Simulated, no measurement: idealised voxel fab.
Name of the process module below: voxel transistor to metal
FYI the section here is cut, 205 nm wide, cells are 5 nm squares.
A cross-section is a grid of square cells, given in bands from the top down. A band is one or more rows of cells. Read a band's entry like this: the first values are the height of its top and the height of its bottom in nm, and what follows is the sequence of materials from left to right, each with its width in nm. Note that "blank" is empty space, and that a single material marked "everywhere" reaches across the band from edge to edge. Ref level 0: as-received wafer is one material below here. Bottom band extends down with no lower bound ("0..down"). With a width like "30..40", each row of cells in the band differs from the next by the same amount, the top row carrying the first number and the bottom row the second. Where the words "stayed the same" appear for a step, the cross-section shows no cell changed by that step; every cell remained as before. In "Closed internal cavities" the enclosed voids are listed, meaning empty spaces of 8 cells or larger without any opening to the top. The form is width x height at distance, distance from the left edge, units nm. Read whatever lies past the settings on a step's line as the simulator's own remark about the step. Steps that use a mask can have "overlay nm" on their line. It says how far the mask sat to the right of where it was meant to be. Negative means to the left.
LIST OF PLANNED PROCESS STEPS
1. op RECEIVE | material Si
2. op CONFORMAL_DEP | material SiO2 | thk nm 5
3. op CONFORMAL_DEP | material SiN | thk nm 15
4. op MASKED_ETCH | tone cover | mask id ACTIVE | width nm 90 | etch materials SiN | depth nm 15 | overlay nm 0
5. op MASKED_ETCH | tone cover | mask id ACTIVE | width nm 90 | etch materials SiO2 | depth nm 5 | overlay nm 0
6. op MASKED_ETCH | tone cover | mask id ACTIVE | width nm 90 | etch materials Si | depth nm 35 | overlay nm 0
7. op OXIDIZE | depth nm 5
8. op FILL_DEP | material SiO2 | thk nm 5
9. op CMP | height nm 20
10. op SELECTIVE_ETCH | etch materials SiO2 | depth nm 5
11. op STRIP | etch materials SiN
12. op SELECTIVE_ETCH | etch materials SiO2 | depth nm 5
13. op OXIDIZE | depth nm 5
14. op DIRECTIONAL_DEP | material polySi | thk nm 20
15. op DIRECTIONAL_DEP | material SiCN | thk nm 10
16. op DIRECTIONAL_DEP | material aC | thk nm 10
17. op PATTERN | tone cover | mask id GATE | material resist | width nm 20 | thk nm 30 | overlay nm 0
18. op DIRECTIONAL_ETCH | etch materials aC | depth nm 10
19. op STRIP | etch materials resist
20. op DIRECTIONAL_ETCH | etch materials SiCN | depth nm 20
21. op DIRECTIONAL_ETCH | etch materials polySi | depth nm 30
22. op STRIP | etch materials aC
23. op CONFORMAL_DEP | material SiN | thk nm 10
24. op DIRECTIONAL_ETCH | etch materials SiN | depth nm 10
25. op DIRECTIONAL_ETCH | etch materials SiO2 | depth nm 5
26. op DIRECTIONAL_ETCH | etch materials Si | depth nm 5
27. op EPI | material pSi | thk nm 10
28. op FILL_DEP | material SiO2 | thk nm 5
29. op CMP | height nm 30
30. op DIRECTIONAL_DEP | material SiO2 | thk nm 15
31. op MASKED_ETCH | tone open | mask id CONTACT | width nm 15 | pitch nm 65 | etch materials SiO2 | depth nm 45 | overlay nm 0
32. op CONFORMAL_DEP | material TiN | thk nm 5
33. op FILL_DEP | material W | thk nm 10
34. op CMP | height nm 45
35. op CONFORMAL_DEP | material SiCN | thk nm 5
36. op DIRECTIONAL_DEP | material lowk | thk nm 15
37. op MASKED_ETCH | tone open | mask id METAL_1 | width nm 15 | pitch nm 65 | etch materials lowk | depth nm 15 | overlay nm 0
38. op MASKED_ETCH | tone open | mask id METAL_1 | width nm 15 | pitch nm 65 | etch materials SiCN | depth nm 5 | overlay nm 0
39. op CONFORMAL_DEP | material TiN | thk nm 5
40. op FILL_DEP | material Ru | thk nm 10
41. op CMP | height nm 65
42. op CONFORMAL_DEP | material SiN | thk nm 5
FIRST WAFER, TWO IN TOTAL, RUN AS PLANNED
CROSS-SECTIONAL VIEW OF THE WAFER IN ITS AS-RECEIVED CONDITION, CORRESPONDING TO THE STATE AFTER STEP 1
* 0..down | Si everywhere
* Closed internal cavities: none
THE FOLLOWING CROSS-SECTION DEPICTS THE WAFER UPON COMPLETION OF STEP 2
* 5..0 | SiO2 everywhere
* Lower than 0, everything is as it was.
THE FOLLOWING CROSS-SECTION DEPICTS THE WAFER UPON COMPLETION OF STEP 3
* 20..5 | SiN everywhere
* Lower than 5, everything is as it was.
THE FOLLOWING CROSS-SECTION DEPICTS THE WAFER UPON COMPLETION OF STEP 4
* 20..5 | blank (55)  SiN (90)  blank (60)
* Lower than 5, everything is as it was.
THE FOLLOWING CROSS-SECTION DEPICTS THE WAFER UPON COMPLETION OF STEP 5
* 20..5 | blank (55)  SiN (90)  blank (60)
* 5..0 | blank (55)  SiO2 (90)  blank (60)
* Lower than 0, everything is as it was.
THE FOLLOWING CROSS-SECTION DEPICTS THE WAFER UPON COMPLETION OF STEP 6
* 20..5 | blank (55)  SiN (90)  blank (60)
* 5..0 | blank (55)  SiO2 (90)  blank (60)
* 0..-35 | blank (55)  Si (90)  blank (60)
* Lower than -35, everything is as it was.
THE FOLLOWING CROSS-SECTION DEPICTS THE WAFER UPON COMPLETION OF STEP 7
* 20..5 | blank (55)  SiN (90)  blank (60)
* 5..0 | blank (55)  SiO2 (90)  blank (60)
* 0..-35 | blank (55)  SiO2 (5)  Si (80)  SiO2 (5)  blank (60)
* -35..-40 | SiO2 (60)  Si (80)  SiO2 (65)
* Lower than -40, everything is as it was.
THE FOLLOWING CROSS-SECTION DEPICTS THE WAFER UPON COMPLETION OF STEP 8
* 25..20 | SiO2 everywhere
* 20..5 | SiO2 (55)  SiN (90)  SiO2 (60)
* 5..0 | SiO2 everywhere
* 0..-40 | SiO2 (60)  Si (80)  SiO2 (65)
* Lower than -40, everything is as it was.
THE FOLLOWING CROSS-SECTION DEPICTS THE WAFER UPON COMPLETION OF STEP 9
* 20..5 | SiO2 (55)  SiN (90)  SiO2 (60)
* Lower than 5, everything is as it was.
THE FOLLOWING CROSS-SECTION DEPICTS THE WAFER UPON COMPLETION OF STEP 10
* 20..15 | blank (55)  SiN (90)  blank (60)
* Lower than 15, everything is as it was.
THE FOLLOWING CROSS-SECTION DEPICTS THE WAFER UPON COMPLETION OF STEP 11
* 15..5 | SiO2 (55)  blank (90)  SiO2 (60)
* Lower than 5, everything is as it was.
THE FOLLOWING CROSS-SECTION DEPICTS THE WAFER UPON COMPLETION OF STEP 12
* 10..0 | SiO2 (50)  blank (100)  SiO2 (55)
* Lower than 0, everything is as it was.
THE FOLLOWING CROSS-SECTION DEPICTS THE WAFER UPON COMPLETION OF STEP 13
* 10..0 | SiO2 (50)  blank (100)  SiO2 (55)
* 0..-5 | SiO2 everywhere
* Lower than -5, everything is as it was.
THE FOLLOWING CROSS-SECTION DEPICTS THE WAFER UPON COMPLETION OF STEP 14
* 30..20 | polySi (50)  blank (100)  polySi (55)
* 20..10 | polySi everywhere
* 10..0 | SiO2 (50)  polySi (100)  SiO2 (55)
* Lower than 0, everything is as it was.
THE FOLLOWING CROSS-SECTION DEPICTS THE WAFER UPON COMPLETION OF STEP 15
* 40..30 | SiCN (50)  blank (100)  SiCN (55)
* 30..20 | polySi (50)  SiCN (100)  polySi (55)
* Lower than 20, everything is as it was.
THE FOLLOWING CROSS-SECTION DEPICTS THE WAFER UPON COMPLETION OF STEP 16
* 50..40 | aC (50)  blank (100)  aC (55)
* 40..30 | SiCN (50)  aC (100)  SiCN (55)
* Lower than 30, everything is as it was.
THE FOLLOWING CROSS-SECTION DEPICTS THE WAFER UPON COMPLETION OF STEP 17
* 80..50 | blank (90)  resist (20)  blank (95)
* 50..40 | aC (50)  blank (40)  resist (20)  blank (40)  aC (55)
* Lower than 40, everything is as it was.
THE FOLLOWING CROSS-SECTION DEPICTS THE WAFER UPON COMPLETION OF STEP 18
* 70..40 | blank (90)  resist (20)  blank (95)
* 40..30 | SiCN (50)  blank (40)  aC (20)  blank (40)  SiCN (55)
* Lower than 30, everything is as it was.
THE FOLLOWING CROSS-SECTION DEPICTS THE WAFER UPON COMPLETION OF STEP 19
* 40..30 | SiCN (50)  blank (40)  aC (20)  blank (40)  SiCN (55)
* Lower than 30, everything is as it was.
THE FOLLOWING CROSS-SECTION DEPICTS THE WAFER UPON COMPLETION OF STEP 20
* 40..30 | blank (90)  aC (20)  blank (95)
* 30..20 | polySi (50)  blank (40)  SiCN (20)  blank (40)  polySi (55)
* Lower than 20, everything is as it was.
THE FOLLOWING CROSS-SECTION DEPICTS THE WAFER UPON COMPLETION OF STEP 21
* 40..30 | blank (90)  aC (20)  blank (95)
* 30..20 | blank (90)  SiCN (20)  blank (95)
* 20..10 | blank (90)  polySi (20)  blank (95)
* 10..0 | SiO2 (50)  blank (40)  polySi (20)  blank (40)  SiO2 (55)
* Lower than 0, everything is as it was.
THE FOLLOWING CROSS-SECTION DEPICTS THE WAFER UPON COMPLETION OF STEP 22
* 30..20 | blank (90)  SiCN (20)  blank (95)
* Lower than 20, everything is as it was.
THE FOLLOWING CROSS-SECTION DEPICTS THE WAFER UPON COMPLETION OF STEP 23
* 40..30 | blank (80)  SiN (40)  blank (85)
* 30..20 | blank (80)  SiN (10)  SiCN (20)  SiN (10)  blank (85)
* 20..10 | SiN (60)  blank (20)  SiN (10)  polySi (20)  SiN (10)  blank (20)  SiN (65)
* 10..0 | SiO2 (50)  SiN (40)  polySi (20)  SiN (40)  SiO2 (55)
* Lower than 0, everything is as it was.
THE FOLLOWING CROSS-SECTION DEPICTS THE WAFER UPON COMPLETION OF STEP 24
* 30..20 | blank (80)  SiN (10)  SiCN (20)  SiN (10)  blank (85)
* 20..10 | blank (80)  SiN (10)  polySi (20)  SiN (10)  blank (85)
* 10..0 | SiO2 (50)  SiN (10)  blank (20)  SiN (10)  polySi (20)  SiN (10)  blank (20)  SiN (10)  SiO2 (55)
* Lower than 0, everything is as it was.
THE FOLLOWING CROSS-SECTION DEPICTS THE WAFER UPON COMPLETION OF STEP 25
* 30..20 | blank (80)  SiN (10)  SiCN (20)  SiN (10)  blank (85)
* 20..10 | blank (80)  SiN (10)  polySi (20)  SiN (10)  blank (85)
* 10..5 | blank (50)  SiN (10)  blank (20)  SiN (10)  polySi (20)  SiN (10)  blank (20)  SiN (10)  blank (55)
* 5..0 | SiO2 (50)  SiN (10)  blank (20)  SiN (10)  polySi (20)  SiN (10)  blank (20)  SiN (10)  SiO2 (55)
* 0..-5 | SiO2 (60)  blank (20)  SiO2 (40)  blank (20)  SiO2 (65)
* Lower than -5, everything is as it was.
THE FOLLOWING CROSS-SECTION DEPICTS THE WAFER UPON COMPLETION OF STEP 26
* 30..20 | blank (80)  SiN (10)  SiCN (20)  SiN (10)  blank (85)
* 20..10 | blank (80)  SiN (10)  polySi (20)  SiN (10)  blank (85)
* 10..5 | blank (50)  SiN (10)  blank (20)  SiN (10)  polySi (20)  SiN (10)  blank (20)  SiN (10)  blank (55)
* 5..0 | SiO2 (50)  SiN (10)  blank (20)  SiN (10)  polySi (20)  SiN (10)  blank (20)  SiN (10)  SiO2 (55)
* 0..-5 | SiO2 (60)  blank (20)  SiO2 (40)  blank (20)  SiO2 (65)
* -5..-10 | SiO2 (60)  blank (20)  Si (40)  blank (20)  SiO2 (65)
* Lower than -10, everything is as it was.
THE FOLLOWING CROSS-SECTION DEPICTS THE WAFER UPON COMPLETION OF STEP 27
* 30..20 | blank (80)  SiN (10)  SiCN (20)  SiN (10)  blank (85)
* 20..10 | blank (80)  SiN (10)  polySi (20)  SiN (10)  blank (85)
* 10..5 | blank (50)  SiN (10)  blank (20)  SiN (10)  polySi (20)  SiN (10)  blank (20)  SiN (10)  blank (55)
* 5..0 | SiO2 (50)  SiN (10)  blank (10)  pSi (10)  SiN (10)  polySi (20)  SiN (10)  pSi (10)  blank (10)  SiN (10)  SiO2 (55)
* 0..-5 | SiO2 (60)  pSi (20)  SiO2 (40)  pSi (20)  SiO2 (65)
* -5..-10 | SiO2 (60)  pSi (20)  Si (40)  pSi (20)  SiO2 (65)
* Lower than -10, everything is as it was.
THE FOLLOWING CROSS-SECTION DEPICTS THE WAFER UPON COMPLETION OF STEP 28
* 35..30 | SiO2 everywhere
* 30..20 | SiO2 (80)  SiN (10)  SiCN (20)  SiN (10)  SiO2 (85)
* 20..10 | SiO2 (80)  SiN (10)  polySi (20)  SiN (10)  SiO2 (85)
* 10..5 | SiO2 (50)  SiN (10)  SiO2 (20)  SiN (10)  polySi (20)  SiN (10)  SiO2 (20)  SiN (10)  SiO2 (55)
* 5..0 | SiO2 (50)  SiN (10)  SiO2 (10)  pSi (10)  SiN (10)  polySi (20)  SiN (10)  pSi (10)  SiO2 (10)  SiN (10)  SiO2 (55)
* Lower than 0, everything is as it was.
THE FOLLOWING CROSS-SECTION DEPICTS THE WAFER UPON COMPLETION OF STEP 29
* 30..20 | SiO2 (80)  SiN (10)  SiCN (20)  SiN (10)  SiO2 (85)
* Lower than 20, everything is as it was.
THE FOLLOWING CROSS-SECTION DEPICTS THE WAFER UPON COMPLETION OF STEP 30
* 45..30 | SiO2 everywhere
* Lower than 30, everything is as it was.
THE FOLLOWING CROSS-SECTION DEPICTS THE WAFER UPON COMPLETION OF STEP 31
* 45..30 | SiO2 (60)  blank (15)  SiO2 (50)  blank (15)  SiO2 (65)
* 30..20 | SiO2 (60)  blank (15)  SiO2 (5)  SiN (10)  SiCN (20)  SiN (10)  SiO2 (5)  blank (15)  SiO2 (65)
* 20..10 | SiO2 (60)  blank (15)  SiO2 (5)  SiN (10)  polySi (20)  SiN (10)  SiO2 (5)  blank (15)  SiO2 (65)
* 10..5 | SiO2 (50)  SiN (10)  blank (15)  SiO2 (5)  SiN (10)  polySi (20)  SiN (10)  SiO2 (5)  blank (15)  SiN (10)  SiO2 (55)
* 5..0 | SiO2 (50)  SiN (10)  blank (10)  pSi (10)  SiN (10)  polySi (20)  SiN (10)  pSi (10)  blank (10)  SiN (10)  SiO2 (55)
* Lower than 0, everything is as it was.
THE FOLLOWING CROSS-SECTION DEPICTS THE WAFER UPON COMPLETION OF STEP 32
* 50..45 | TiN (65)  blank (5)  TiN (60)  blank (5)  TiN (70)
* 45..30 | SiO2 (60)  TiN (5)  blank (5)  TiN (5)  SiO2 (50)  TiN (5)  blank (5)  TiN (5)  SiO2 (65)
* 30..20 | SiO2 (60)  TiN (5)  blank (5)  TiN (5)  SiO2 (5)  SiN (10)  SiCN (20)  SiN (10)  SiO2 (5)  TiN (5)  blank (5)  TiN (5)  SiO2 (65)
* 20..10 | SiO2 (60)  TiN (5)  blank (5)  TiN (5)  SiO2 (5)  SiN (10)  polySi (20)  SiN (10)  SiO2 (5)  TiN (5)  blank (5)  TiN (5)  SiO2 (65)
* 10..5 | SiO2 (50)  SiN (10)  TiN (15)  SiO2 (5)  SiN (10)  polySi (20)  SiN (10)  SiO2 (5)  TiN (15)  SiN (10)  SiO2 (55)
* 5..0 | SiO2 (50)  SiN (10)  TiN (10)  pSi (10)  SiN (10)  polySi (20)  SiN (10)  pSi (10)  TiN (10)  SiN (10)  SiO2 (55)
* Lower than 0, everything is as it was.
THE FOLLOWING CROSS-SECTION DEPICTS THE WAFER UPON COMPLETION OF STEP 33
* 60..50 | W everywhere
* 50..45 | TiN (65)  W (5)  TiN (60)  W (5)  TiN (70)
* 45..30 | SiO2 (60)  TiN (5)  W (5)  TiN (5)  SiO2 (50)  TiN (5)  W (5)  TiN (5)  SiO2 (65)
* 30..20 | SiO2 (60)  TiN (5)  W (5)  TiN (5)  SiO2 (5)  SiN (10)  SiCN (20)  SiN (10)  SiO2 (5)  TiN (5)  W (5)  TiN (5)  SiO2 (65)
* 20..10 | SiO2 (60)  TiN (5)  W (5)  TiN (5)  SiO2 (5)  SiN (10)  polySi (20)  SiN (10)  SiO2 (5)  TiN (5)  W (5)  TiN (5)  SiO2 (65)
* Lower than 10, everything is as it was.
THE FOLLOWING CROSS-SECTION DEPICTS THE WAFER UPON COMPLETION OF STEP 34
* 45..30 | SiO2 (60)  TiN (5)  W (5)  TiN (5)  SiO2 (50)  TiN (5)  W (5)  TiN (5)  SiO2 (65)
* Lower than 30, everything is as it was.
THE FOLLOWING CROSS-SECTION DEPICTS THE WAFER UPON COMPLETION OF STEP 35
* 50..45 | SiCN everywhere
* Lower than 45, everything is as it was.
THE FOLLOWING CROSS-SECTION DEPICTS THE WAFER UPON COMPLETION OF STEP 36
* 65..50 | lowk everywhere
* Lower than 50, everything is as it was.
THE FOLLOWING CROSS-SECTION DEPICTS THE WAFER UPON COMPLETION OF STEP 37
* 65..50 | lowk (60)  blank (15)  lowk (50)  blank (15)  lowk (65)
* Lower than 50, everything is as it was.
THE FOLLOWING CROSS-SECTION DEPICTS THE WAFER UPON COMPLETION OF STEP 38
* 65..50 | lowk (60)  blank (15)  lowk (50)  blank (15)  lowk (65)
* 50..45 | SiCN (60)  blank (15)  SiCN (50)  blank (15)  SiCN (65)
* Lower than 45, everything is as it was.
THE FOLLOWING CROSS-SECTION DEPICTS THE WAFER UPON COMPLETION OF STEP 39
* 70..65 | TiN (65)  blank (5)  TiN (60)  blank (5)  TiN (70)
* 65..50 | lowk (60)  TiN (5)  blank (5)  TiN (5)  lowk (50)  TiN (5)  blank (5)  TiN (5)  lowk (65)
* 50..45 | SiCN (60)  TiN (15)  SiCN (50)  TiN (15)  SiCN (65)
* Lower than 45, everything is as it was.
THE FOLLOWING CROSS-SECTION DEPICTS THE WAFER UPON COMPLETION OF STEP 40
* 80..70 | Ru everywhere
* 70..65 | TiN (65)  Ru (5)  TiN (60)  Ru (5)  TiN (70)
* 65..50 | lowk (60)  TiN (5)  Ru (5)  TiN (5)  lowk (50)  TiN (5)  Ru (5)  TiN (5)  lowk (65)
* Lower than 50, everything is as it was.
THE FOLLOWING CROSS-SECTION DEPICTS THE WAFER UPON COMPLETION OF STEP 41
* 65..50 | lowk (60)  TiN (5)  Ru (5)  TiN (5)  lowk (50)  TiN (5)  Ru (5)  TiN (5)  lowk (65)
* Lower than 50, everything is as it was.
THE FOLLOWING CROSS-SECTION DEPICTS THE WAFER UPON COMPLETION OF STEP 42
* 70..65 | SiN everywhere
* Lower than 65, everything is as it was.
THE SECOND WAFER BEGAN EXACTLY AS THE FIRST DID AND FOLLOWED THE SAME PLAN, BUT ONE MISTAKE WAS MADE WHILE RUNNING IT; THROUGH STEP 16 INCLUSIVE, THE TWO WAFERS ARE IDENTICAL
WHEN STEP 17 SHOULD HAVE ENDED
* 80..50 | blank (95)  resist (15)  blank (95)
* 50..40 | aC (50)  blank (45)  resist (15)  blank (40)  aC (55)
* Lower than 40, everything is as it was.
WHEN STEP 18 SHOULD HAVE ENDED
* 70..40 | blank (95)  resist (15)  blank (95)
* 40..30 | SiCN (50)  blank (45)  aC (15)  blank (40)  SiCN (55)
* Lower than 30, everything is as it was.
WHEN STEP 19 SHOULD HAVE ENDED
* 40..30 | SiCN (50)  blank (45)  aC (15)  blank (40)  SiCN (55)
* Lower than 30, everything is as it was.
WHEN STEP 20 SHOULD HAVE ENDED
* 40..30 | blank (95)  aC (15)  blank (95)
* 30..20 | polySi (50)  blank (45)  SiCN (15)  blank (40)  polySi (55)
* Lower than 20, everything is as it was.
WHEN STEP 21 SHOULD HAVE ENDED
* 40..30 | blank (95)  aC (15)  blank (95)
* 30..20 | blank (95)  SiCN (15)  blank (95)
* 20..10 | blank (95)  polySi (15)  blank (95)
* 10..0 | SiO2 (50)  blank (45)  polySi (15)  blank (40)  SiO2 (55)
* Lower than 0, everything is as it was.
WHEN STEP 22 SHOULD HAVE ENDED
* 30..20 | blank (95)  SiCN (15)  blank (95)
* Lower than 20, everything is as it was.
WHEN STEP 23 SHOULD HAVE ENDED
* 40..30 | blank (85)  SiN (35)  blank (85)
* 30..20 | blank (85)  SiN (10)  SiCN (15)  SiN (10)  blank (85)
* 20..10 | SiN (60)  blank (25)  SiN (10)  polySi (15)  SiN (10)  blank (20)  SiN (65)
* 10..0 | SiO2 (50)  SiN (45)  polySi (15)  SiN (40)  SiO2 (55)
* Lower than 0, everything is as it was.
WHEN STEP 24 SHOULD HAVE ENDED
* 30..20 | blank (85)  SiN (10)  SiCN (15)  SiN (10)  blank (85)
* 20..10 | blank (85)  SiN (10)  polySi (15)  SiN (10)  blank (85)
* 10..0 | SiO2 (50)  SiN (10)  blank (25)  SiN (10)  polySi (15)  SiN (10)  blank (20)  SiN (10)  SiO2 (55)
* Lower than 0, everything is as it was.
WHEN STEP 25 SHOULD HAVE ENDED
* 30..20 | blank (85)  SiN (10)  SiCN (15)  SiN (10)  blank (85)
* 20..10 | blank (85)  SiN (10)  polySi (15)  SiN (10)  blank (85)
* 10..5 | blank (50)  SiN (10)  blank (25)  SiN (10)  polySi (15)  SiN (10)  blank (20)  SiN (10)  blank (55)
* 5..0 | SiO2 (50)  SiN (10)  blank (25)  SiN (10)  polySi (15)  SiN (10)  blank (20)  SiN (10)  SiO2 (55)
* 0..-5 | SiO2 (60)  blank (25)  SiO2 (35)  blank (20)  SiO2 (65)
* Lower than -5, everything is as it was.
WHEN STEP 26 SHOULD HAVE ENDED
* 30..20 | blank (85)  SiN (10)  SiCN (15)  SiN (10)  blank (85)
* 20..10 | blank (85)  SiN (10)  polySi (15)  SiN (10)  blank (85)
* 10..5 | blank (50)  SiN (10)  blank (25)  SiN (10)  polySi (15)  SiN (10)  blank (20)  SiN (10)  blank (55)
* 5..0 | SiO2 (50)  SiN (10)  blank (25)  SiN (10)  polySi (15)  SiN (10)  blank (20)  SiN (10)  SiO2 (55)
* 0..-5 | SiO2 (60)  blank (25)  SiO2 (35)  blank (20)  SiO2 (65)
* -5..-10 | SiO2 (60)  blank (25)  Si (35)  blank (20)  SiO2 (65)
* Lower than -10, everything is as it was.
WHEN STEP 27 SHOULD HAVE ENDED
* 30..20 | blank (85)  SiN (10)  SiCN (15)  SiN (10)  blank (85)
* 20..10 | blank (85)  SiN (10)  polySi (15)  SiN (10)  blank (85)
* 10..5 | blank (50)  SiN (10)  blank (25)  SiN (10)  polySi (15)  SiN (10)  blank (20)  SiN (10)  blank (55)
* 5..0 | SiO2 (50)  SiN (10)  blank (15)  pSi (10)  SiN (10)  polySi (15)  SiN (10)  pSi (10)  blank (10)  SiN (10)  SiO2 (55)
* 0..-5 | SiO2 (60)  pSi (25)  SiO2 (35)  pSi (20)  SiO2 (65)
* -5..-10 | SiO2 (60)  pSi (25)  Si (35)  pSi (20)  SiO2 (65)
* Lower than -10, everything is as it was.
WHEN STEP 28 SHOULD HAVE ENDED
* 35..30 | SiO2 everywhere
* 30..20 | SiO2 (85)  SiN (10)  SiCN (15)  SiN (10)  SiO2 (85)
* 20..10 | SiO2 (85)  SiN (10)  polySi (15)  SiN (10)  SiO2 (85)
* 10..5 | SiO2 (50)  SiN (10)  SiO2 (25)  SiN (10)  polySi (15)  SiN (10)  SiO2 (20)  SiN (10)  SiO2 (55)
* 5..0 | SiO2 (50)  SiN (10)  SiO2 (15)  pSi (10)  SiN (10)  polySi (15)  SiN (10)  pSi (10)  SiO2 (10)  SiN (10)  SiO2 (55)
* Lower than 0, everything is as it was.
WHEN STEP 29 SHOULD HAVE ENDED
* 30..20 | SiO2 (85)  SiN (10)  SiCN (15)  SiN (10)  SiO2 (85)
* Lower than 20, everything is as it was.
WHEN STEP 30 SHOULD HAVE ENDED
* 45..30 | SiO2 everywhere
* Lower than 30, everything is as it was.
WHEN STEP 31 SHOULD HAVE ENDED
* 45..30 | SiO2 (60)  blank (15)  SiO2 (50)  blank (15)  SiO2 (65)
* 30..20 | SiO2 (60)  blank (15)  SiO2 (10)  SiN (10)  SiCN (15)  SiN (10)  SiO2 (5)  blank (15)  SiO2 (65)
* 20..10 | SiO2 (60)  blank (15)  SiO2 (10)  SiN (10)  polySi (15)  SiN (10)  SiO2 (5)  blank (15)  SiO2 (65)
* 10..5 | SiO2 (50)  SiN (10)  blank (15)  SiO2 (10)  SiN (10)  polySi (15)  SiN (10)  SiO2 (5)  blank (15)  SiN (10)  SiO2 (55)
* 5..0 | SiO2 (50)  SiN (10)  blank (15)  pSi (10)  SiN (10)  polySi (15)  SiN (10)  pSi (10)  blank (10)  SiN (10)  SiO2 (55)
* Lower than 0, everything is as it was.
WHEN STEP 32 SHOULD HAVE ENDED
* 50..45 | TiN (65)  blank (5)  TiN (60)  blank (5)  TiN (70)
* 45..30 | SiO2 (60)  TiN (5)  blank (5)  TiN (5)  SiO2 (50)  TiN (5)  blank (5)  TiN (5)  SiO2 (65)
* 30..20 | SiO2 (60)  TiN (5)  blank (5)  TiN (5)  SiO2 (10)  SiN (10)  SiCN (15)  SiN (10)  SiO2 (5)  TiN (5)  blank (5)  TiN (5)  SiO2 (65)
* 20..10 | SiO2 (60)  TiN (5)  blank (5)  TiN (5)  SiO2 (10)  SiN (10)  polySi (15)  SiN (10)  SiO2 (5)  TiN (5)  blank (5)  TiN (5)  SiO2 (65)
* 10..5 | SiO2 (50)  SiN (10)  TiN (5)  blank (5)  TiN (5)  SiO2 (10)  SiN (10)  polySi (15)  SiN (10)  SiO2 (5)  TiN (15)  SiN (10)  SiO2 (55)
* 5..0 | SiO2 (50)  SiN (10)  TiN (15)  pSi (10)  SiN (10)  polySi (15)  SiN (10)  pSi (10)  TiN (10)  SiN (10)  SiO2 (55)
* Lower than 0, everything is as it was.
WHEN STEP 33 SHOULD HAVE ENDED
* 60..50 | W everywhere
* 50..45 | TiN (65)  W (5)  TiN (60)  W (5)  TiN (70)
* 45..30 | SiO2 (60)  TiN (5)  W (5)  TiN (5)  SiO2 (50)  TiN (5)  W (5)  TiN (5)  SiO2 (65)
* 30..20 | SiO2 (60)  TiN (5)  W (5)  TiN (5)  SiO2 (10)  SiN (10)  SiCN (15)  SiN (10)  SiO2 (5)  TiN (5)  W (5)  TiN (5)  SiO2 (65)
* 20..10 | SiO2 (60)  TiN (5)  W (5)  TiN (5)  SiO2 (10)  SiN (10)  polySi (15)  SiN (10)  SiO2 (5)  TiN (5)  W (5)  TiN (5)  SiO2 (65)
* 10..5 | SiO2 (50)  SiN (10)  TiN (5)  W (5)  TiN (5)  SiO2 (10)  SiN (10)  polySi (15)  SiN (10)  SiO2 (5)  TiN (15)  SiN (10)  SiO2 (55)
* Lower than 5, everything is as it was.
WHEN STEP 34 SHOULD HAVE ENDED
* 45..30 | SiO2 (60)  TiN (5)  W (5)  TiN (5)  SiO2 (50)  TiN (5)  W (5)  TiN (5)  SiO2 (65)
* Lower than 30, everything is as it was.
WHEN STEP 35 SHOULD HAVE ENDED
* 50..45 | SiCN everywhere
* Lower than 45, everything is as it was.
WHEN STEP 36 SHOULD HAVE ENDED
* 65..50 | lowk everywhere
* Lower than 50, everything is as it was.
WHEN STEP 37 SHOULD HAVE ENDED
* 65..50 | lowk (60)  blank (15)  lowk (50)  blank (15)  lowk (65)
* Lower than 50, everything is as it was.
WHEN STEP 38 SHOULD HAVE ENDED
* 65..50 | lowk (60)  blank (15)  lowk (50)  blank (15)  lowk (65)
* 50..45 | SiCN (60)  blank (15)  SiCN (50)  blank (15)  SiCN (65)
* Lower than 45, everything is as it was.
WHEN STEP 39 SHOULD HAVE ENDED
* 70..65 | TiN (65)  blank (5)  TiN (60)  blank (5)  TiN (70)
* 65..50 | lowk (60)  TiN (5)  blank (5)  TiN (5)  lowk (50)  TiN (5)  blank (5)  TiN (5)  lowk (65)
* 50..45 | SiCN (60)  TiN (15)  SiCN (50)  TiN (15)  SiCN (65)
* Lower than 45, everything is as it was.
WHEN STEP 40 SHOULD HAVE ENDED
* 80..70 | Ru everywhere
* 70..65 | TiN (65)  Ru (5)  TiN (60)  Ru (5)  TiN (70)
* 65..50 | lowk (60)  TiN (5)  Ru (5)  TiN (5)  lowk (50)  TiN (5)  Ru (5)  TiN (5)  lowk (65)
* Lower than 50, everything is as it was.
WHEN STEP 41 SHOULD HAVE ENDED
* 65..50 | lowk (60)  TiN (5)  Ru (5)  TiN (5)  lowk (50)  TiN (5)  Ru (5)  TiN (5)  lowk (65)
* Lower than 50, everything is as it was.
WHEN STEP 42 SHOULD HAVE ENDED
* 70..65 | SiN everywhere
* Lower than 65, everything is as it was.
What went wrong in running the wafer? step 17: run off-plan, actual operation and settings op PATTERN | tone cover | mask id GATE | material resist | width nm 15 | thk nm 30 | overlay nm 0
At the finish, the second wafer shows more or fewer cells for some materials than the first does: 1 fewer of Si, 2 fewer of SiCN, 4 more of SiO2, 1 more of W, 2 more of pSi, 4 fewer of polySi
